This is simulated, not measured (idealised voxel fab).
process module | voxel tone inversion
Square cell edge 5 nm, section width 250 nm, ID cut.
In this document a cross-section is written as a grid of square cells. It is given as a series of bands, listed from the top down, and a band is one or more rows of cells. For a band, the entry starts with two heights in nm, that of the top and then that of the bottom, and carries on with the band's materials in order from left to right, each alongside its width in nm; the word "everywhere" beside a single material means it fills the band edge to edge, and "air" means empty space. Height datum 0, below which the as-received substrate wafer is one material. Lowest band open at the bottom, running downward: "z 0 and below". Read "30 to 40" as a graded width: first number on top, second number at the bottom, same change between each pair of neighbouring rows. It should be understood that the words "everything unchanged", when stated for a given step, signify that the cross-section underwent no change in any of its cells during that step. The list in "Voids, fully enclosed" covers empty spaces of 8 cells or more that cannot reach the top through any open way, and it gives each as width x height at distance; the distance is from the left edge, and width, height and distance are in nm. On each step's line, the part that comes after the settings is the simulator's own comment on the step. Among the settings permitted on a step's line is "overlay nm"; applied to a step with a mask, it specifies the extent to which the mask lay to the right of its planned position, whereas a negative figure signifies a position to the left.
Process steps foreseen in the plan
step 1: RECEIVE with material Si
step 2: CONFORMAL_DEP with material SiN, thk nm 5
step 3: DIRECTIONAL_DEP with material aC, thk nm 20
step 4: PATTERN with tone cover, mask id POSTS, material resist, width nm 20, pitch nm 45, thk nm 30, overlay nm 0
step 5: DIRECTIONAL_ETCH with etch materials aC, depth nm 20
step 6: STRIP with etch materials resist
step 7: FILL_DEP with material SiO2, thk nm 5
step 8: CMP with height nm 25
step 9: STRIP with etch materials aC
step 10: CONFORMAL_DEP with material TiN, thk nm 5
step 11: FILL_DEP with material W, thk nm 5
step 12: CMP with height nm 25
step 13: CONFORMAL_DEP with material SiCN, thk nm 5
Incoming wafer in cross-section (state: after step 1)
- z 0 and below  Si everywhere
- Voids, fully enclosed: none
Below is the wafer in cross-section after the module was completed. It began from the starting point shown above and followed the plan shown above, except that one mistake was made while running it
- z 30 to 25  SiCN everywhere
- z 25 to 10  SiO2: 95, TiN: 5, W: 5, TiN: 5, SiO2: 30, TiN: 5, W: 5, TiN: 5, SiO2: 95
- z 10 to 5  SiO2: 95, TiN: 15, SiO2: 30, TiN: 15, SiO2: 95
- z 5 to 0  SiN everywhere
- z 0 and below  Si everywhere
- Voids, fully enclosed: none
Here's what went sideways: off-plan run, step 4, actual operation and settings PATTERN with tone cover, mask id POSTS, material resist, width nm 15, pitch nm 45, thk nm 30, overlay nm 0
